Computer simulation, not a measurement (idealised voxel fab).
Proc. module: voxel air gaps
The cross-section shown here is cut; it is 235 nm wide and divided into square cells measuring 5 nm on a side.
Cross-section, as written here: a square-cell grid given band by band from the top down, where a band holds one or more rows of cells. Top height, bottom height, nm. Materials left to right, width each, nm. Single material + "everywhere" = fills band edge to edge. "empty" = empty. Heights are expressed relative to 0, this being the level below which the as-received wafer comprises one material exclusively. The lowest band is unbounded in the downward direction and is denoted as in "0..down". A width such as "30->40" changes by the same amount from each row of cells to the next, from the band's top row to its bottom row. Any step labelled "no change" changed none of the cells in the cross-section. If an empty space has no open way to the top and is at least 8 cells in size, "Fully enclosed voids" lists it, written width x height at distance, where distance is measured from the left edge and every value is in nm. Post-settings text on a step line: simulator's own remark regarding the step. A step line may carry the setting "overlay nm", which, for steps involving a mask, states the distance by which the mask lay to the right of its intended position; negative values denote displacement to the left.

**The process steps that were planned are listed below**
1,RECEIVE, material Si
2,CONFORMAL_DEP, material SiO2, thk nm 10
3,CONFORMAL_DEP, material SiN, thk nm 5
4,DIRECTIONAL_DEP, material SiO2, thk nm 40
5,DIRECTIONAL_DEP, material aC, thk nm 15
6,PATTERN, tone open, mask id LINES, material resist, width nm 15, pitch nm 45, thk nm 30, overlay nm 0
7,DIRECTIONAL_ETCH, etch materials aC, depth nm 15
8,STRIP, etch materials resist
9,DIRECTIONAL_ETCH, etch materials SiO2, depth nm 40
10,STRIP, etch materials aC
11,CONFORMAL_DEP, material TiN, thk nm 5
12,FILL_DEP, material Ru, thk nm 10
13,CMP, height nm 55
14,EPI, material Ru, thk nm 10
15,SELECTIVE_ETCH, etch materials SiO2, depth nm 50
16,CONFORMAL_DEP, material SiN, thk nm 5

**Incoming wafer in cross-section (state: after step 1)**
  0..down | Si everywhere
  Fully enclosed voids: none

**First of two wafers, end-of-module section, run followed plan**
  70..65 | empty=50; SiN=135; empty=50
  65..55 | empty=50; SiN=5; Ru=35; SiN=10; Ru=35; SiN=10; Ru=35; SiN=5; empty=50
  55..50 | empty=50; SiN=15; TiN=5; Ru=5; TiN=5; SiN=30; TiN=5; Ru=5; TiN=5; SiN=30; TiN=5; Ru=5; TiN=5; SiN=15; empty=50
  50..20 | empty=60; SiN=5; TiN=5; Ru=5; TiN=5; SiN=5; empty=20; SiN=5; TiN=5; Ru=5; TiN=5; SiN=5; empty=20; SiN=5; TiN=5; Ru=5; TiN=5; SiN=5; empty=60
  20..15 | SiN=65; TiN=15; SiN=30; TiN=15; SiN=30; TiN=15; SiN=65
  15..10 | SiN everywhere
  10..0 | SiO2 everywhere
  0..down | Si everywhere
  Fully enclosed voids: 20 x 30 at 85; 20 x 30 at 130

**Same start, same plan as the first wafer - but one mistake in the run. Cross-section of the second of the two at the end of the module**
  70..65 | SiN everywhere
  65..55 | Ru everywhere
  55..20 | Ru=60; TiN=5; SiO2=15; TiN=5; Ru=20; TiN=5; SiO2=15; TiN=5; Ru=20; TiN=5; SiO2=15; TiN=5; Ru=60
  20..15 | TiN=65; SiO2=15; TiN=30; SiO2=15; TiN=30; SiO2=15; TiN=65
  15..10 | SiN everywhere
  10..0 | SiO2 everywhere
  0..down | Si everywhere
  Fully enclosed voids: none
Deviation noted in wafer processing: step 6: run off-plan, actual operation and settings PATTERN, tone cover, mask id LINES, material resist, width nm 15, pitch nm 45, thk nm 30, overlay nm 0
Heads up, by the end the second wafer has more or fewer cells of some materials compared to the first: +255 Ru | -84 SiN | +72 SiO2 | +29 TiN
Ultimately, the number of closed voids is 2 in the first wafer and 0 in the second wafer.
